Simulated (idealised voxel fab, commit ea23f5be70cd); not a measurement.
The document below concerns the process module designated voxel trench capacitor.
This is section cut - it's 255 nm across, gridded in 5 nm square cells.
This document writes a cross-section as a grid whose cells are square, and gives it as bands, listed from the top down; one or more rows of cells form a band. Quick guide to a band line: top height, bottom height (nm) up front; then every material left to right with its width in nm. Only one material and it's marked "throughout"? Then it fills the band edge to edge. And "empty" just means empty space. Heights are reckoned from 0. Under this level, the received wafer is all of one material. The bottommost band is open-ended downward, for example "z 0 and below". The two numbers in a width such as "30->40" mark its ends across the band: the first belongs to the top row of cells, the second to the bottom row, and from each row to the next the width moves by the same amount. Basically "no change occurred" means that step didn't change any cell in the cross-section. Entry "Closed internal cavities" = empty spaces >= 8 cells with no open way to the top; each as width x height at distance, distance from left edge, all nm. On a step's line, text after the settings is the simulator commenting on that step. For masked steps, "overlay nm" on the step line gives how far right of plan the mask actually lay; a minus sign means it lay to the left.
Plan
1,op RECEIVE | material Si
2,op CONFORMAL_DEP | material SiN | thk nm 10
3,op DIRECTIONAL_DEP | material aC | thk nm 10
4,op PATTERN | tone open | mask id TRENCH | material resist | width nm 30 | pitch nm 55 | thk nm 25 | overlay nm -15
5,op DIRECTIONAL_ETCH | etch materials aC | depth nm 10
6,op STRIP | etch materials resist
7,op DIRECTIONAL_ETCH | etch materials SiN | depth nm 10
8,op DIRECTIONAL_ETCH | etch materials Si | depth nm 40
9,op STRIP | etch materials aC
10,op CONFORMAL_DEP | material Al2O3 | thk nm 5
11,op CONFORMAL_DEP | material TiN | thk nm 5
12,op FILL_DEP | material W | thk nm 5
13,op CMP | height nm 10
varied across the wafers: overlay nm of step 4. The plan shows the first wafer's value. All wafers start alike
The as-received cross-section of the first of several wafers corresponds to the state after step 1
> z 0 and below: Si throughout
> Closed internal cavities: none
First of several wafers in cross-section at module end, following the final step, step 13
> z 10 to 0: SiN (70) | Al2O3 (5) | TiN (5) | W (10) | TiN (5) | Al2O3 (5) | SiN (25) | Al2O3 (5) | TiN (5) | W (10) | TiN (5) | Al2O3 (5) | SiN (100)
> z 0 to -30: Si (70) | Al2O3 (5) | TiN (5) | W (10) | TiN (5) | Al2O3 (5) | Si (25) | Al2O3 (5) | TiN (5) | W (10) | TiN (5) | Al2O3 (5) | Si (100)
> z -30 to -35: Si (70) | Al2O3 (5) | TiN (20) | Al2O3 (5) | Si (25) | Al2O3 (5) | TiN (20) | Al2O3 (5) | Si (100)
> z -35 to -40: Si (70) | Al2O3 (30) | Si (25) | Al2O3 (30) | Si (100)
> z -40 and below: Si throughout
> Closed internal cavities: none
Showing the last wafer in cross-section at the end of the module
> z 10 to 0: SiN (100) | Al2O3 (5) | TiN (5) | W (10) | TiN (5) | Al2O3 (5) | SiN (25) | Al2O3 (5) | TiN (5) | W (10) | TiN (5) | Al2O3 (5) | SiN (70)
> z 0 to -30: Si (100) | Al2O3 (5) | TiN (5) | W (10) | TiN (5) | Al2O3 (5) | Si (25) | Al2O3 (5) | TiN (5) | W (10) | TiN (5) | Al2O3 (5) | Si (70)
> z -30 to -35: Si (100) | Al2O3 (5) | TiN (20) | Al2O3 (5) | Si (25) | Al2O3 (5) | TiN (20) | Al2O3 (5) | Si (70)
> z -35 to -40: Si (100) | Al2O3 (30) | Si (25) | Al2O3 (30) | Si (70)
> z -40 and below: Si throughout
> Closed internal cavities: none
Rows = wafers. At module end, each row lists per material the cells gained (+) or lost (-) since the wafer was received, then the closed voids
overlay nm -15; +48 Al2O3; -96 Si; +78 SiN; +40 TiN; +32 W; Closed internal cavities: none
overlay nm -10; +48 Al2O3; -96 Si; +78 SiN; +40 TiN; +32 W; Closed internal cavities: none
overlay nm -5; +48 Al2O3; -96 Si; +78 SiN; +40 TiN; +32 W; Closed internal cavities: none
overlay nm 0; +48 Al2O3; -96 Si; +78 SiN; +40 TiN; +32 W; Closed internal cavities: none
overlay nm 5; +48 Al2O3; -96 Si; +78 SiN; +40 TiN; +32 W; Closed internal cavities: none
overlay nm 10; +48 Al2O3; -96 Si; +78 SiN; +40 TiN; +32 W; Closed internal cavities: none
overlay nm 15; +48 Al2O3; -96 Si; +78 SiN; +40 TiN; +32 W; Closed internal cavities: none
